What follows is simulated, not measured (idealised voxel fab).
process module | voxel transistor to metal
cross-section cut | 190 nm wide | cells 5 nm
A cross-section is a grid of square cells, given in bands from the top down. A band is one or more rows of cells.
Each band's line starts with the height of the band's top and of its bottom, in nm. Then come its materials from left to right, each with its width in nm. One material with "throughout" fills the band from edge to edge. "air" is empty space.
Height 0 is the level under which the wafer as received is all one material. The lowest band goes on downwards, as in "0 down".
A width such as "30 to 40" changes by the same amount from each row of cells to the next, from the band's top row to its bottom row.
"no change" after a step means that no cell of the cross-section changed.
closed voids: empty space of 8 cells or more with no open way to the top, each as width x height at its distance from the left edge, in nm
after a step's settings: what the simulator itself notes on the step
overlay nm, on a step with a mask: how far to the right of its planned place the mask lay; to the left if negative
plan
1 op RECEIVE | material Si
2 op OXIDIZE | depth nm 5
3 op CONFORMAL_DEP | material SiN | thk nm 15
4 op PATTERN | tone cover | mask id ACTIVE | material resist | width nm 105 | thk nm 20 | overlay nm 0
5 op DIRECTIONAL_ETCH | etch materials SiN | depth nm 15
6 op DIRECTIONAL_ETCH | etch materials SiO2 | depth nm 5
7 op DIRECTIONAL_ETCH | etch materials Si | depth nm 30
8 op STRIP | etch materials resist
9 op FILL_DEP | material SiO2 | thk nm 10
10 op CMP | height nm 15
11 op SELECTIVE_ETCH | etch materials SiO2 | depth nm 5
12 op STRIP | etch materials SiN
13 op SELECTIVE_ETCH | etch materials SiO2 | depth nm 5
14 op OXIDIZE | depth nm 5
15 op DIRECTIONAL_DEP | material polySi | thk nm 30
16 op DIRECTIONAL_DEP | material SiCN | thk nm 15
17 op DIRECTIONAL_DEP | material aC | thk nm 10
18 op PATTERN | tone cover | mask id GATE | material resist | width nm 35 | thk nm 25 | overlay nm 0
19 op DIRECTIONAL_ETCH | etch materials aC | depth nm 10
20 op STRIP | etch materials resist
21 op DIRECTIONAL_ETCH | etch materials SiCN | depth nm 25
22 op DIRECTIONAL_ETCH | etch materials polySi | depth nm 40
23 op STRIP | etch materials aC
24 op CONFORMAL_DEP | material SiO2 | thk nm 5
25 op DIRECTIONAL_ETCH | etch materials SiO2 | depth nm 5
26 op CONFORMAL_DEP | material SiN | thk nm 10
27 op DIRECTIONAL_ETCH | etch materials SiN | depth nm 10
28 op DIRECTIONAL_ETCH | etch materials SiO2 | depth nm 5
29 op DIRECTIONAL_ETCH | etch materials Si | depth nm 10
30 op EPI | material pSi | thk nm 15
31 op FILL_DEP | material SiO2 | thk nm 10
32 op CMP | height nm 25
33 op STRIP | etch materials polySi
34 op SELECTIVE_ETCH | etch materials SiO2 | depth nm 5
35 op CONFORMAL_DEP | material HfO2 | thk nm 5
36 op CONFORMAL_DEP | material TiN | thk nm 5
37 op FILL_DEP | material W | thk nm 10
38 op CMP | height nm 20
39 op DIRECTIONAL_DEP | material SiO2 | thk nm 10
40 op MASKED_ETCH | tone open | mask id CONTACT | width nm 15 | pitch nm 80 | etch materials SiO2 | depth nm 25 | overlay nm 0
41 op CONFORMAL_DEP | material TiN | thk nm 5
42 op FILL_DEP | material Ru | thk nm 5
43 op CMP | height nm 30
44 op DIRECTIONAL_DEP | material TiN | thk nm 5
45 op DIRECTIONAL_DEP | material W | thk nm 15
46 op DIRECTIONAL_DEP | material aC | thk nm 10
47 op PATTERN | tone cover | mask id METAL_1 | material resist | width nm 15 | pitch nm 80 | thk nm 25 | overlay nm 0
48 op DIRECTIONAL_ETCH | etch materials aC | depth nm 10
49 op STRIP | etch materials resist
50 op DIRECTIONAL_ETCH | etch materials W | depth nm 15
51 op DIRECTIONAL_ETCH | etch materials TiN | depth nm 5
52 op STRIP | etch materials aC
53 op FILL_DEP | material lowk | thk nm 5
54 op CMP | height nm 50
55 op CONFORMAL_DEP | material SiCN | thk nm 5
first wafer, as planned
as received, after step 1
  0 down: Si throughout
  closed voids: none
after step 2
  0 to -5: SiO2 throughout
  below -5: unchanged
after step 3
  15 to 0: SiN throughout
  below 0: unchanged
after step 4
  35 to 15: air 40 | resist 105 | air 45
  below 15: unchanged
after step 5
  35 to 15: air 40 | resist 105 | air 45
  15 to 0: air 40 | SiN 105 | air 45
  below 0: unchanged
after step 6
  35 to 15: air 40 | resist 105 | air 45
  15 to 0: air 40 | SiN 105 | air 45
  0 to -5: air 40 | SiO2 105 | air 45
  below -5: unchanged
after step 7
  35 to 15: air 40 | resist 105 | air 45
  15 to 0: air 40 | SiN 105 | air 45
  0 to -5: air 40 | SiO2 105 | air 45
  -5 to -35: air 40 | Si 105 | air 45
  below -35: unchanged
after step 8
  15 to 0: air 40 | SiN 105 | air 45
  below 0: unchanged
after step 9
  25 to 15: SiO2 throughout
  15 to 0: SiO2 40 | SiN 105 | SiO2 45
  0 to -5: SiO2 throughout
  -5 to -35: SiO2 40 | Si 105 | SiO2 45
  below -35: unchanged
after step 10
  15 to 0: SiO2 40 | SiN 105 | SiO2 45
  below 0: unchanged
after step 11
  15 to 10: air 40 | SiN 105 | air 45
  below 10: unchanged
after step 12
  10 to 0: SiO2 40 | air 105 | SiO2 45
  below 0: unchanged
after step 13
  5 to -5: SiO2 35 | air 115 | SiO2 40
  below -5: unchanged
after step 14
  5 to -5: SiO2 35 | air 115 | SiO2 40
  -5 to -10: SiO2 throughout
  below -10: unchanged
after step 15
  35 to 25: polySi 35 | air 115 | polySi 40
  25 to 5: polySi throughout
  5 to -5: SiO2 35 | polySi 115 | SiO2 40
  below -5: unchanged
after step 16
  50 to 40: SiCN 35 | air 115 | SiCN 40
  40 to 35: SiCN throughout
  35 to 25: polySi 35 | SiCN 115 | polySi 40
  below 25: unchanged
after step 17
  60 to 50: aC 35 | air 115 | aC 40
  50 to 40: SiCN 35 | aC 115 | SiCN 40
  below 40: unchanged
after step 18
  85 to 60: air 75 | resist 35 | air 80
  60 to 50: aC 35 | air 40 | resist 35 | air 40 | aC 40
  below 50: unchanged
after step 19
  75 to 50: air 75 | resist 35 | air 80
  50 to 40: SiCN 35 | air 40 | aC 35 | air 40 | SiCN 40
  below 40: unchanged
after step 20
  50 to 40: SiCN 35 | air 40 | aC 35 | air 40 | SiCN 40
  below 40: unchanged
after step 21
  50 to 40: air 75 | aC 35 | air 80
  40 to 35: air 75 | SiCN 35 | air 80
  35 to 25: polySi 35 | air 40 | SiCN 35 | air 40 | polySi 40
  below 25: unchanged
after step 22
  50 to 40: air 75 | aC 35 | air 80
  40 to 25: air 75 | SiCN 35 | air 80
  25 to 5: air 75 | polySi 35 | air 80
  5 to -5: SiO2 35 | air 40 | polySi 35 | air 40 | SiO2 40
  below -5: unchanged
after step 23
  40 to 25: air 75 | SiCN 35 | air 80
  below 25: unchanged
after step 24
  45 to 40: air 70 | SiO2 45 | air 75
  40 to 25: air 70 | SiO2 5 | SiCN 35 | SiO2 5 | air 75
  25 to 10: air 70 | SiO2 5 | polySi 35 | SiO2 5 | air 75
  10 to 0: SiO2 40 | air 30 | SiO2 5 | polySi 35 | SiO2 5 | air 30 | SiO2 45
  0 to -5: SiO2 75 | polySi 35 | SiO2 80
  below -5: unchanged
after step 25
  40 to 25: air 70 | SiO2 5 | SiCN 35 | SiO2 5 | air 75
  25 to 5: air 70 | SiO2 5 | polySi 35 | SiO2 5 | air 75
  5 to -5: SiO2 40 | air 30 | SiO2 5 | polySi 35 | SiO2 5 | air 30 | SiO2 45
  below -5: unchanged
after step 26
  50 to 40: air 60 | SiN 65 | air 65
  40 to 25: air 60 | SiN 10 | SiO2 5 | SiCN 35 | SiO2 5 | SiN 10 | air 65
  25 to 15: air 60 | SiN 10 | SiO2 5 | polySi 35 | SiO2 5 | SiN 10 | air 65
  15 to 5: SiN 50 | air 10 | SiN 10 | SiO2 5 | polySi 35 | SiO2 5 | SiN 10 | air 10 | SiN 55
  5 to -5: SiO2 40 | SiN 30 | SiO2 5 | polySi 35 | SiO2 5 | SiN 30 | SiO2 45
  below -5: unchanged
after step 27
  40 to 25: air 60 | SiN 10 | SiO2 5 | SiCN 35 | SiO2 5 | SiN 10 | air 65
  25 to 5: air 60 | SiN 10 | SiO2 5 | polySi 35 | SiO2 5 | SiN 10 | air 65
  5 to -5: SiO2 40 | SiN 10 | air 10 | SiN 10 | SiO2 5 | polySi 35 | SiO2 5 | SiN 10 | air 10 | SiN 10 | SiO2 45
  below -5: unchanged
after step 28
  40 to 35: air 60 | SiN 10 | air 5 | SiCN 35 | air 5 | SiN 10 | air 65
  35 to 25: air 60 | SiN 10 | SiO2 5 | SiCN 35 | SiO2 5 | SiN 10 | air 65
  25 to 5: air 60 | SiN 10 | SiO2 5 | polySi 35 | SiO2 5 | SiN 10 | air 65
  5 to 0: air 40 | SiN 10 | air 10 | SiN 10 | SiO2 5 | polySi 35 | SiO2 5 | SiN 10 | air 10 | SiN 10 | air 45
  0 to -5: SiO2 40 | SiN 10 | air 10 | SiN 10 | SiO2 5 | polySi 35 | SiO2 5 | SiN 10 | air 10 | SiN 10 | SiO2 45
  -5 to -10: SiO2 50 | air 10 | SiO2 65 | air 10 | SiO2 55
  below -10: unchanged
after step 29
  40 to 35: air 60 | SiN 10 | air 5 | SiCN 35 | air 5 | SiN 10 | air 65
  35 to 25: air 60 | SiN 10 | SiO2 5 | SiCN 35 | SiO2 5 | SiN 10 | air 65
  25 to 5: air 60 | SiN 10 | SiO2 5 | polySi 35 | SiO2 5 | SiN 10 | air 65
  5 to 0: air 40 | SiN 10 | air 10 | SiN 10 | SiO2 5 | polySi 35 | SiO2 5 | SiN 10 | air 10 | SiN 10 | air 45
  0 to -5: SiO2 40 | SiN 10 | air 10 | SiN 10 | SiO2 5 | polySi 35 | SiO2 5 | SiN 10 | air 10 | SiN 10 | SiO2 45
  -5 to -10: SiO2 50 | air 10 | SiO2 65 | air 10 | SiO2 55
  -10 to -20: SiO2 40 | Si 10 | air 10 | Si 65 | air 10 | Si 10 | SiO2 45
  below -20: unchanged
after step 30
  40 to 35: air 60 | SiN 10 | air 5 | SiCN 35 | air 5 | SiN 10 | air 65
  35 to 25: air 60 | SiN 10 | SiO2 5 | SiCN 35 | SiO2 5 | SiN 10 | air 65
  25 to 5: air 60 | SiN 10 | SiO2 5 | polySi 35 | SiO2 5 | SiN 10 | air 65
  5 to 0: air 40 | SiN 10 | pSi 10 | SiN 10 | SiO2 5 | polySi 35 | SiO2 5 | SiN 10 | pSi 10 | SiN 10 | air 45
  0 to -5: SiO2 40 | SiN 10 | pSi 10 | SiN 10 | SiO2 5 | polySi 35 | SiO2 5 | SiN 10 | pSi 10 | SiN 10 | SiO2 45
  -5 to -10: SiO2 50 | pSi 10 | SiO2 65 | pSi 10 | SiO2 55
  -10 to -20: SiO2 40 | Si 10 | pSi 10 | Si 65 | pSi 10 | Si 10 | SiO2 45
  below -20: unchanged
after step 31
  50 to 40: SiO2 throughout
  40 to 25: SiO2 60 | SiN 10 | SiO2 5 | SiCN 35 | SiO2 5 | SiN 10 | SiO2 65
  25 to 5: SiO2 60 | SiN 10 | SiO2 5 | polySi 35 | SiO2 5 | SiN 10 | SiO2 65
  5 to -5: SiO2 40 | SiN 10 | pSi 10 | SiN 10 | SiO2 5 | polySi 35 | SiO2 5 | SiN 10 | pSi 10 | SiN 10 | SiO2 45
  below -5: unchanged
after step 32
  25 to 5: SiO2 60 | SiN 10 | SiO2 5 | polySi 35 | SiO2 5 | SiN 10 | SiO2 65
  below 5: unchanged
after step 33
  25 to 5: SiO2 60 | SiN 10 | SiO2 5 | air 35 | SiO2 5 | SiN 10 | SiO2 65
  5 to -5: SiO2 40 | SiN 10 | pSi 10 | SiN 10 | SiO2 5 | air 35 | SiO2 5 | SiN 10 | pSi 10 | SiN 10 | SiO2 45
  below -5: unchanged
after step 34
  25 to 20: air 60 | SiN 10 | air 45 | SiN 10 | air 65
  20 to 5: SiO2 60 | SiN 10 | air 45 | SiN 10 | SiO2 65
  5 to -5: SiO2 40 | SiN 10 | pSi 10 | SiN 10 | air 45 | SiN 10 | pSi 10 | SiN 10 | SiO2 45
  -5 to -10: SiO2 50 | pSi 10 | SiO2 10 | air 45 | SiO2 10 | pSi 10 | SiO2 55
  below -10: unchanged
after step 35
  30 to 25: air 55 | HfO2 20 | air 35 | HfO2 20 | air 60
  25 to 20: HfO2 60 | SiN 10 | HfO2 5 | air 35 | HfO2 5 | SiN 10 | HfO2 65
  20 to 5: SiO2 60 | SiN 10 | HfO2 5 | air 35 | HfO2 5 | SiN 10 | SiO2 65
  5 to -5: SiO2 40 | SiN 10 | pSi 10 | SiN 10 | HfO2 5 | air 35 | HfO2 5 | SiN 10 | pSi 10 | SiN 10 | SiO2 45
  -5 to -10: SiO2 50 | pSi 10 | SiO2 10 | HfO2 45 | SiO2 10 | pSi 10 | SiO2 55
  below -10: unchanged
after step 36
  35 to 30: air 50 | TiN 30 | air 25 | TiN 30 | air 55
  30 to 25: TiN 55 | HfO2 20 | TiN 5 | air 25 | TiN 5 | HfO2 20 | TiN 60
  25 to 20: HfO2 60 | SiN 10 | HfO2 5 | TiN 5 | air 25 | TiN 5 | HfO2 5 | SiN 10 | HfO2 65
  20 to 5: SiO2 60 | SiN 10 | HfO2 5 | TiN 5 | air 25 | TiN 5 | HfO2 5 | SiN 10 | SiO2 65
  5 to 0: SiO2 40 | SiN 10 | pSi 10 | SiN 10 | HfO2 5 | TiN 5 | air 25 | TiN 5 | HfO2 5 | SiN 10 | pSi 10 | SiN 10 | SiO2 45
  0 to -5: SiO2 40 | SiN 10 | pSi 10 | SiN 10 | HfO2 5 | TiN 35 | HfO2 5 | SiN 10 | pSi 10 | SiN 10 | SiO2 45
  below -5: unchanged
after step 37
  45 to 35: W throughout
  35 to 30: W 50 | TiN 30 | W 25 | TiN 30 | W 55
  30 to 25: TiN 55 | HfO2 20 | TiN 5 | W 25 | TiN 5 | HfO2 20 | TiN 60
  25 to 20: HfO2 60 | SiN 10 | HfO2 5 | TiN 5 | W 25 | TiN 5 | HfO2 5 | SiN 10 | HfO2 65
  20 to 5: SiO2 60 | SiN 10 | HfO2 5 | TiN 5 | W 25 | TiN 5 | HfO2 5 | SiN 10 | SiO2 65
  5 to 0: SiO2 40 | SiN 10 | pSi 10 | SiN 10 | HfO2 5 | TiN 5 | W 25 | TiN 5 | HfO2 5 | SiN 10 | pSi 10 | SiN 10 | SiO2 45
  below 0: unchanged
after step 38
  20 to 5: SiO2 60 | SiN 10 | HfO2 5 | TiN 5 | W 25 | TiN 5 | HfO2 5 | SiN 10 | SiO2 65
  below 5: unchanged
after step 39
  30 to 20: SiO2 throughout
  below 20: unchanged
after step 40
  30 to 20: SiO2 45 | air 15 | SiO2 65 | air 15 | SiO2 50
  20 to 5: SiO2 45 | air 15 | SiN 10 | HfO2 5 | TiN 5 | W 25 | TiN 5 | HfO2 5 | SiN 10 | air 15 | SiO2 50
  below 5: unchanged
after step 41
  35 to 30: TiN 50 | air 5 | TiN 75 | air 5 | TiN 55
  30 to 20: SiO2 45 | TiN 5 | air 5 | TiN 5 | SiO2 65 | TiN 5 | air 5 | TiN 5 | SiO2 50
  20 to 10: SiO2 45 | TiN 5 | air 5 | TiN 5 | SiN 10 | HfO2 5 | TiN 5 | W 25 | TiN 5 | HfO2 5 | SiN 10 | TiN 5 | air 5 | TiN 5 | SiO2 50
  10 to 5: SiO2 45 | TiN 15 | SiN 10 | HfO2 5 | TiN 5 | W 25 | TiN 5 | HfO2 5 | SiN 10 | TiN 15 | SiO2 50
  below 5: unchanged
after step 42
  40 to 35: Ru throughout
  35 to 30: TiN 50 | Ru 5 | TiN 75 | Ru 5 | TiN 55
  30 to 20: SiO2 45 | TiN 5 | Ru 5 | TiN 5 | SiO2 65 | TiN 5 | Ru 5 | TiN 5 | SiO2 50
  20 to 10: SiO2 45 | TiN 5 | Ru 5 | TiN 5 | SiN 10 | HfO2 5 | TiN 5 | W 25 | TiN 5 | HfO2 5 | SiN 10 | TiN 5 | Ru 5 | TiN 5 | SiO2 50
  below 10: unchanged
after step 43
  30 to 20: SiO2 45 | TiN 5 | Ru 5 | TiN 5 | SiO2 65 | TiN 5 | Ru 5 | TiN 5 | SiO2 50
  below 20: unchanged
after step 44
  35 to 30: TiN throughout
  below 30: unchanged
after step 45
  50 to 35: W throughout
  below 35: unchanged
after step 46
  60 to 50: aC throughout
  below 50: unchanged
after step 47
  85 to 60: air 45 | resist 15 | air 65 | resist 15 | air 50
  below 60: unchanged
after step 48
  75 to 60: air 45 | resist 15 | air 65 | resist 15 | air 50
  60 to 50: air 45 | aC 15 | air 65 | aC 15 | air 50
  below 50: unchanged
after step 49
  60 to 50: air 45 | aC 15 | air 65 | aC 15 | air 50
  below 50: unchanged
after step 50
  60 to 50: air 45 | aC 15 | air 65 | aC 15 | air 50
  50 to 35: air 45 | W 15 | air 65 | W 15 | air 50
  below 35: unchanged
after step 51
  60 to 50: air 45 | aC 15 | air 65 | aC 15 | air 50
  50 to 35: air 45 | W 15 | air 65 | W 15 | air 50
  35 to 30: air 45 | TiN 15 | air 65 | TiN 15 | air 50
  below 30: unchanged
after step 52
  50 to 35: air 45 | W 15 | air 65 | W 15 | air 50
  below 35: unchanged
after step 53
  55 to 50: lowk throughout
  50 to 35: lowk 45 | W 15 | lowk 65 | W 15 | lowk 50
  35 to 30: lowk 45 | TiN 15 | lowk 65 | TiN 15 | lowk 50
  below 30: unchanged
after step 54
  50 to 35: lowk 45 | W 15 | lowk 65 | W 15 | lowk 50
  below 35: unchanged
after step 55
  55 to 50: SiCN throughout
  below 50: unchanged
second wafer: like start, like plan, one mistake. Through step 29 it matches the first wafer
when step 30 should have ended
  40 to 35: air 60 | SiN 10 | air 5 | SiCN 35 | air 5 | SiN 10 | air 65
  35 to 25: air 60 | SiN 10 | SiO2 5 | SiCN 35 | SiO2 5 | SiN 10 | air 65
  25 to 20: air 60 | SiN 10 | SiO2 5 | polySi 35 | SiO2 5 | SiN 10 | air 65
  20 to 5: air 35 | pSi 25 | SiN 10 | SiO2 5 | polySi 35 | SiO2 5 | SiN 10 | pSi 25 | air 40
  5 to 0: air 35 | pSi 5 | SiN 10 | pSi 10 | SiN 10 | SiO2 5 | polySi 35 | SiO2 5 | SiN 10 | pSi 10 | SiN 10 | pSi 5 | air 40
  0 to -5: SiO2 40 | SiN 10 | pSi 10 | SiN 10 | SiO2 5 | polySi 35 | SiO2 5 | SiN 10 | pSi 10 | SiN 10 | SiO2 45
  -5 to -10: SiO2 50 | pSi 10 | SiO2 65 | pSi 10 | SiO2 55
  -10 to -20: SiO2 40 | Si 10 | pSi 10 | Si 65 | pSi 10 | Si 10 | SiO2 45
  below -20: unchanged
when step 31 should have ended
  50 to 40: SiO2 throughout
  40 to 25: SiO2 60 | SiN 10 | SiO2 5 | SiCN 35 | SiO2 5 | SiN 10 | SiO2 65
  25 to 20: SiO2 60 | SiN 10 | SiO2 5 | polySi 35 | SiO2 5 | SiN 10 | SiO2 65
  20 to 5: SiO2 35 | pSi 25 | SiN 10 | SiO2 5 | polySi 35 | SiO2 5 | SiN 10 | pSi 25 | SiO2 40
  5 to 0: SiO2 35 | pSi 5 | SiN 10 | pSi 10 | SiN 10 | SiO2 5 | polySi 35 | SiO2 5 | SiN 10 | pSi 10 | SiN 10 | pSi 5 | SiO2 40
  below 0: unchanged
when step 32 should have ended
  25 to 20: SiO2 60 | SiN 10 | SiO2 5 | polySi 35 | SiO2 5 | SiN 10 | SiO2 65
  below 20: unchanged
when step 33 should have ended
  25 to 20: SiO2 60 | SiN 10 | SiO2 5 | air 35 | SiO2 5 | SiN 10 | SiO2 65
  20 to 5: SiO2 35 | pSi 25 | SiN 10 | SiO2 5 | air 35 | SiO2 5 | SiN 10 | pSi 25 | SiO2 40
  5 to 0: SiO2 35 | pSi 5 | SiN 10 | pSi 10 | SiN 10 | SiO2 5 | air 35 | SiO2 5 | SiN 10 | pSi 10 | SiN 10 | pSi 5 | SiO2 40
  0 to -5: SiO2 40 | SiN 10 | pSi 10 | SiN 10 | SiO2 5 | air 35 | SiO2 5 | SiN 10 | pSi 10 | SiN 10 | SiO2 45
  below -5: unchanged
when step 34 should have ended
  25 to 20: air 60 | SiN 10 | air 45 | SiN 10 | air 65
  20 to 5: SiO2 35 | pSi 25 | SiN 10 | air 45 | SiN 10 | pSi 25 | SiO2 40
  5 to 0: SiO2 35 | pSi 5 | SiN 10 | pSi 10 | SiN 10 | air 45 | SiN 10 | pSi 10 | SiN 10 | pSi 5 | SiO2 40
  0 to -5: SiO2 40 | SiN 10 | pSi 10 | SiN 10 | air 45 | SiN 10 | pSi 10 | SiN 10 | SiO2 45
  -5 to -10: SiO2 50 | pSi 10 | SiO2 10 | air 45 | SiO2 10 | pSi 10 | SiO2 55
  below -10: unchanged
when step 35 should have ended
  30 to 25: air 55 | HfO2 20 | air 35 | HfO2 20 | air 60
  25 to 20: HfO2 60 | SiN 10 | HfO2 5 | air 35 | HfO2 5 | SiN 10 | HfO2 65
  20 to 5: SiO2 35 | pSi 25 | SiN 10 | HfO2 5 | air 35 | HfO2 5 | SiN 10 | pSi 25 | SiO2 40
  5 to 0: SiO2 35 | pSi 5 | SiN 10 | pSi 10 | SiN 10 | HfO2 5 | air 35 | HfO2 5 | SiN 10 | pSi 10 | SiN 10 | pSi 5 | SiO2 40
  0 to -5: SiO2 40 | SiN 10 | pSi 10 | SiN 10 | HfO2 5 | air 35 | HfO2 5 | SiN 10 | pSi 10 | SiN 10 | SiO2 45
  -5 to -10: SiO2 50 | pSi 10 | SiO2 10 | HfO2 45 | SiO2 10 | pSi 10 | SiO2 55
  below -10: unchanged
when step 36 should have ended
  35 to 30: air 50 | TiN 30 | air 25 | TiN 30 | air 55
  30 to 25: TiN 55 | HfO2 20 | TiN 5 | air 25 | TiN 5 | HfO2 20 | TiN 60
  25 to 20: HfO2 60 | SiN 10 | HfO2 5 | TiN 5 | air 25 | TiN 5 | HfO2 5 | SiN 10 | HfO2 65
  20 to 5: SiO2 35 | pSi 25 | SiN 10 | HfO2 5 | TiN 5 | air 25 | TiN 5 | HfO2 5 | SiN 10 | pSi 25 | SiO2 40
  5 to 0: SiO2 35 | pSi 5 | SiN 10 | pSi 10 | SiN 10 | HfO2 5 | TiN 5 | air 25 | TiN 5 | HfO2 5 | SiN 10 | pSi 10 | SiN 10 | pSi 5 | SiO2 40
  0 to -5: SiO2 40 | SiN 10 | pSi 10 | SiN 10 | HfO2 5 | TiN 35 | HfO2 5 | SiN 10 | pSi 10 | SiN 10 | SiO2 45
  below -5: unchanged
when step 37 should have ended
  45 to 35: W throughout
  35 to 30: W 50 | TiN 30 | W 25 | TiN 30 | W 55
  30 to 25: TiN 55 | HfO2 20 | TiN 5 | W 25 | TiN 5 | HfO2 20 | TiN 60
  25 to 20: HfO2 60 | SiN 10 | HfO2 5 | TiN 5 | W 25 | TiN 5 | HfO2 5 | SiN 10 | HfO2 65
  20 to 5: SiO2 35 | pSi 25 | SiN 10 | HfO2 5 | TiN 5 | W 25 | TiN 5 | HfO2 5 | SiN 10 | pSi 25 | SiO2 40
  5 to 0: SiO2 35 | pSi 5 | SiN 10 | pSi 10 | SiN 10 | HfO2 5 | TiN 5 | W 25 | TiN 5 | HfO2 5 | SiN 10 | pSi 10 | SiN 10 | pSi 5 | SiO2 40
  below 0: unchanged
when step 38 should have ended
  20 to 5: SiO2 35 | pSi 25 | SiN 10 | HfO2 5 | TiN 5 | W 25 | TiN 5 | HfO2 5 | SiN 10 | pSi 25 | SiO2 40
  below 5: unchanged
when step 39 should have ended
  30 to 20: SiO2 throughout
  below 20: unchanged
when step 40 should have ended
  30 to 20: SiO2 45 | air 15 | SiO2 65 | air 15 | SiO2 50
  below 20: unchanged
when step 41 should have ended
  35 to 30: TiN 50 | air 5 | TiN 75 | air 5 | TiN 55
  30 to 25: SiO2 45 | TiN 5 | air 5 | TiN 5 | SiO2 65 | TiN 5 | air 5 | TiN 5 | SiO2 50
  25 to 20: SiO2 45 | TiN 15 | SiO2 65 | TiN 15 | SiO2 50
  below 20: unchanged
when step 42 should have ended
  40 to 35: Ru throughout
  35 to 30: TiN 50 | Ru 5 | TiN 75 | Ru 5 | TiN 55
  30 to 25: SiO2 45 | TiN 5 | Ru 5 | TiN 5 | SiO2 65 | TiN 5 | Ru 5 | TiN 5 | SiO2 50
  below 25: unchanged
when step 43 should have ended
  30 to 25: SiO2 45 | TiN 5 | Ru 5 | TiN 5 | SiO2 65 | TiN 5 | Ru 5 | TiN 5 | SiO2 50
  below 25: unchanged
when step 44 should have ended
  35 to 30: TiN throughout
  below 30: unchanged
when step 45 should have ended
  50 to 35: W throughout
  below 35: unchanged
when step 46 should have ended
  60 to 50: aC throughout
  below 50: unchanged
when step 47 should have ended
  85 to 60: air 45 | resist 15 | air 65 | resist 15 | air 50
  below 60: unchanged
when step 48 should have ended
  75 to 60: air 45 | resist 15 | air 65 | resist 15 | air 50
  60 to 50: air 45 | aC 15 | air 65 | aC 15 | air 50
  below 50: unchanged
when step 49 should have ended
  60 to 50: air 45 | aC 15 | air 65 | aC 15 | air 50
  below 50: unchanged
when step 50 should have ended
  60 to 50: air 45 | aC 15 | air 65 | aC 15 | air 50
  50 to 35: air 45 | W 15 | air 65 | W 15 | air 50
  below 35: unchanged
when step 51 should have ended
  60 to 50: air 45 | aC 15 | air 65 | aC 15 | air 50
  50 to 35: air 45 | W 15 | air 65 | W 15 | air 50
  35 to 30: air 45 | TiN 15 | air 65 | TiN 15 | air 50
  below 30: unchanged
when step 52 should have ended
  50 to 35: air 45 | W 15 | air 65 | W 15 | air 50
  below 35: unchanged
when step 53 should have ended
  55 to 50: lowk throughout
  50 to 35: lowk 45 | W 15 | lowk 65 | W 15 | lowk 50
  35 to 30: lowk 45 | TiN 15 | lowk 65 | TiN 15 | lowk 50
  below 30: unchanged
when step 54 should have ended
  50 to 35: lowk 45 | W 15 | lowk 65 | W 15 | lowk 50
  below 35: unchanged
when step 55 should have ended
  55 to 50: SiCN throughout
  below 50: unchanged
what went wrong: step 30 was run twice
at the end the second wafer has, in cells: 6 fewer of Ru | 14 fewer of SiO2 | 12 fewer of TiN | 32 more of pSi
